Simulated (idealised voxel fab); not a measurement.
The document below concerns the process module designated voxel released beams.
Cross-section cut: width 245 nm, square cells of 5 nm.
The cross-sections in this document take the form of a grid made of square cells. They are written out as bands, in order from top to bottom. Each band consists of one or more rows of cells. Band: top height; bottom height; in nm. Then, left to right: material with width in nm, for each material. "throughout": a single material spanning edge to edge. "empty": empty space. Zero point of the height axis is 0; under it, received wafer = one material. Lowest band: continues down indefinitely, "from 0 down". When a width is written as two numbers, as in "30 to 40", the first number is the width in the top row of cells of the band and the second is the width in its bottom row, and the width changes by the same amount from each row to the next. Basically "remains unaltered" means that step didn't change any cell in the cross-section. The entry "Encapsulated voids" lists the empty spaces that cover at least 8 cells and have no open path to the top. Each is written as width x height at distance, where the distance is measured from the left edge and all three values are in nm. Formally, on a step line, whatever follows the settings is a remark that the simulator itself makes on the step. overlay nm: how far to the right of its planned place the mask lay on this masked step (negative: to the left).

The following list gives the planned process steps
1,RECEIVE (material Si)
2,CONFORMAL_DEP (material Al2O3; thk nm 5)
3,DIRECTIONAL_DEP (material SiO2; thk nm 15)
4,PATTERN (tone open; mask id ANCHOR; material resist; width nm 35; thk nm 15; overlay nm 0)
5,DIRECTIONAL_ETCH (etch materials SiO2; depth nm 15)
6,STRIP (etch materials resist)
7,CONFORMAL_DEP (material W; thk nm 15)
8,PATTERN (tone cover; mask id BEAM; material resist; width nm 105; thk nm 20; overlay nm 0)
9,DIRECTIONAL_ETCH (etch materials W; depth nm 15)
10,STRIP (etch materials resist)
11,STRIP (etch materials SiO2)
Quick note for whoever runs this: the wafers start identical, but the width nm at step 4 isn't the same across them. The plan just shows what the first wafer had.

Cross-section, first of several wafers, as delivered after step 1
from 0 down: Si throughout
Encapsulated voids: none

At the end of the module, after its last step, step 11, the first of several wafers appears in cross-section as follows
from 35 to 20: empty (65), then W (25), then empty (5), then W (75), then empty (75)
from 20 to 5: empty (75), then W (35), then empty (135)
from 5 to 0: Al2O3 throughout
from 0 down: Si throughout
Encapsulated voids: none

Last wafer of the set, cross-sectioned at end of module
from 35 to 20: empty (65), then W (15), then empty (30), then W (60), then empty (75)
from 20 to 5: empty (65), then W (60), then empty (120)
from 5 to 0: Al2O3 throughout
from 0 down: Si throughout
Encapsulated voids: none

Where each wafer stands at the end of the module, a row apiece: cells of each material gained (+) or lost (-) since it was received, then closed voids
width nm 35, +49 Al2O3, +81 W, Encapsulated voids: none
width nm 40, +49 Al2O3, +81 W, Encapsulated voids: none
width nm 45, +49 Al2O3, +81 W, Encapsulated voids: none
width nm 50, +49 Al2O3, +81 W, Encapsulated voids: none
width nm 55, +49 Al2O3, +81 W, Encapsulated voids: none
width nm 60, +49 Al2O3, +81 W, Encapsulated voids: none
